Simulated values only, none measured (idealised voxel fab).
Name of the process module below: voxel ribs on slabs
Square cell edge 5 nm, section width 155 nm, ID cut.
In this document a cross-section is written as a grid of square cells. It is given as a series of bands, listed from the top down, and a band is one or more rows of cells.
Top height, bottom height, nm. Materials left to right, width each, nm. Single material + "full width" = fills band edge to edge. "blank" = empty.
Zero point of the height axis is 0; under it, received wafer = one material. Lowest band: continues down indefinitely, "0 nm and below".
Think of "30..40" as a width that walks from the first number to the second as you go down the band, top row to bottom row, taking equal-sized steps from row to row.
When a step is marked "nothing altered", none of the cells in the cross-section changed during that step.
The entry titled "Cavities, closed" provides the empty spaces that have no open way to the top, restricted to those of 8 cells or more. Each is presented as width x height at distance, the distance being measured from the left edge, with all three in nm.
What comes after the settings on a step's line is commentary from the simulator itself on that step.
For masked steps, "overlay nm" on the step line gives how far right of plan the mask actually lay; a minus sign means it lay to the left.
So here's the lineup of process steps we planned:
1: RECEIVE (material Si)
2: DIRECTIONAL_DEP (material SiO2; thk nm 15)
3: DIRECTIONAL_DEP (material SiN; thk nm 20)
4: DIRECTIONAL_DEP (material aC; thk nm 10)
5: PATTERN (tone cover; mask id RIB; material resist; width nm 30; thk nm 25; overlay nm 0)
6: DIRECTIONAL_ETCH (etch materials aC; depth nm 10)
7: STRIP (etch materials resist)
8: DIRECTIONAL_ETCH (etch materials SiN; depth nm 5)
9: STRIP (etch materials aC)
10: MASKED_ETCH (tone cover; mask id SLAB; width nm 90; etch materials SiN; depth nm 15; overlay nm 0)
11: FILL_DEP (material SiO2; thk nm 25)
12: CMP (height nm 60)
13: DIRECTIONAL_DEP (material W; thk nm 5)
14: DIRECTIONAL_DEP (material aC; thk nm 15)
15: PATTERN (tone cover; mask id HEATER; material resist; width nm 40; thk nm 30; overlay nm 0)
16: DIRECTIONAL_ETCH (etch materials aC; depth nm 15)
17: STRIP (etch materials resist)
18: DIRECTIONAL_ETCH (etch materials W; depth nm 5)
19: STRIP (etch materials aC)
20: CONFORMAL_DEP (material SiO2; thk nm 10)
Split variable: thk nm, step 2. Plan value = first wafer. Wafers start alike.
The as-received cross-section of the first of several wafers corresponds to the state after step 1:
  0 nm and below: Si full width
  Cavities, closed: none
After the module's final step, step 20: the first of several wafers in cross-section:
  75 nm to 70 nm: blank=45, then SiO2=60, then blank=50
  70 nm to 65 nm: SiO2 full width
  65 nm to 60 nm: SiO2=55, then W=40, then SiO2=60
  60 nm to 35 nm: SiO2 full width
  35 nm to 30 nm: SiO2=60, then SiN=30, then SiO2=65
  30 nm to 15 nm: SiO2=30, then SiN=90, then SiO2=35
  15 nm to 0 nm: SiO2 full width
  0 nm and below: Si full width
  Cavities, closed: none
Last wafer, end of module, cross-section:
  75 nm to 70 nm: blank=45, then SiO2=60, then blank=50
  70 nm to 65 nm: SiO2 full width
  65 nm to 60 nm: SiO2=55, then W=40, then SiO2=60
  60 nm to 55 nm: SiO2=60, then SiN=30, then SiO2=65
  55 nm to 40 nm: SiO2=30, then SiN=90, then SiO2=35
  40 nm to 0 nm: SiO2 full width
  0 nm and below: Si full width
  Cavities, closed: none
Where each wafer stands at the end of the module, a row apiece: cells of each material gained (+) or lost (-) since it was received, then closed voids:
thk nm 15 | +60 SiN | +378 SiO2 | +8 W | Cavities, closed: none
thk nm 20 | +60 SiN | +378 SiO2 | +8 W | Cavities, closed: none
thk nm 25 | +60 SiN | +378 SiO2 | +8 W | Cavities, closed: none
thk nm 30 | +60 SiN | +378 SiO2 | +8 W | Cavities, closed: none
thk nm 35 | +60 SiN | +378 SiO2 | +8 W | Cavities, closed: none
thk nm 40 | +60 SiN | +378 SiO2 | +8 W | Cavities, closed: none
